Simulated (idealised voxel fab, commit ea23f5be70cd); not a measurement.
Process module, titled voxel quadruple lines
Cross-section cut: width 160 nm, square cells of 5 nm.
For the purposes of this document, a cross-section shall be understood as a grid of square cells, specified as bands listed in top-to-bottom order, each band consisting of one or more rows of cells. Heads up on the band format: heights come first, top then bottom, in nm. After that it's the materials left to right, each with its width in nm. A single material flagged "edge to edge" fills the whole band edge to edge, and "empty" means there's empty space there. Ref level 0: as-received wafer is one material below here. Bottom band extends down with no lower bound ("0 -> down"). The width entry "30 to 40" should be interpreted row by row: the top row of cells in the band takes the first number, the bottom row takes the second number, and the change between adjacent rows is uniform throughout. What does "identical to before" mean for a step? It means no cell of the cross-section changed in that step. Basically, "Listed closed voids" tells you about the enclosed voids: empty spaces with no open way to the top, 8 cells or bigger, each written width x height at distance, where distance is from the left edge, all in nm. What comes after the settings on a step's line is commentary from the simulator itself on that step. overlay nm: on a step with a mask, how far right of its planned place the mask lay; negative means left.

## Process steps foreseen in the plan
1: RECEIVE,material Si
2: CONFORMAL_DEP,material Al2O3,thk nm 10
3: DIRECTIONAL_DEP,material Ru,thk nm 10
4: DIRECTIONAL_DEP,material polySi,thk nm 20
5: DIRECTIONAL_DEP,material aC,thk nm 25
6: PATTERN,tone cover,mask id MANDREL,material resist,width nm 30,thk nm 30,overlay nm 0
7: DIRECTIONAL_ETCH,etch materials aC,depth nm 25
8: STRIP,etch materials resist
9: CONFORMAL_DEP,material SiO2,thk nm 10
10: DIRECTIONAL_ETCH,etch materials SiO2,depth nm 10
11: STRIP,etch materials aC
12: DIRECTIONAL_ETCH,etch materials polySi,depth nm 20
13: STRIP,etch materials SiO2
14: CONFORMAL_DEP,material SiCN,thk nm 10
15: DIRECTIONAL_ETCH,etch materials SiCN,depth nm 10
16: STRIP,etch materials polySi
17: DIRECTIONAL_ETCH,etch materials Ru,depth nm 10
18: STRIP,etch materials SiCN
19: FILL_DEP,material lowk,thk nm 5
20: CMP,height nm 20

## Incoming wafer, cross-sectional view, post step 1
> 0 -> down = Si edge to edge
> Listed closed voids: none

## Post-module cross-section: identical start and plan to those above, one misstep in execution
> 20 -> 10 = aC edge to edge
> 10 -> 0 = Al2O3 edge to edge
> 0 -> down = Si edge to edge
> Listed closed voids: none
Error vs. plan: planned and actual differ for step 3; actual: DIRECTIONAL_DEP,material aC,thk nm 10
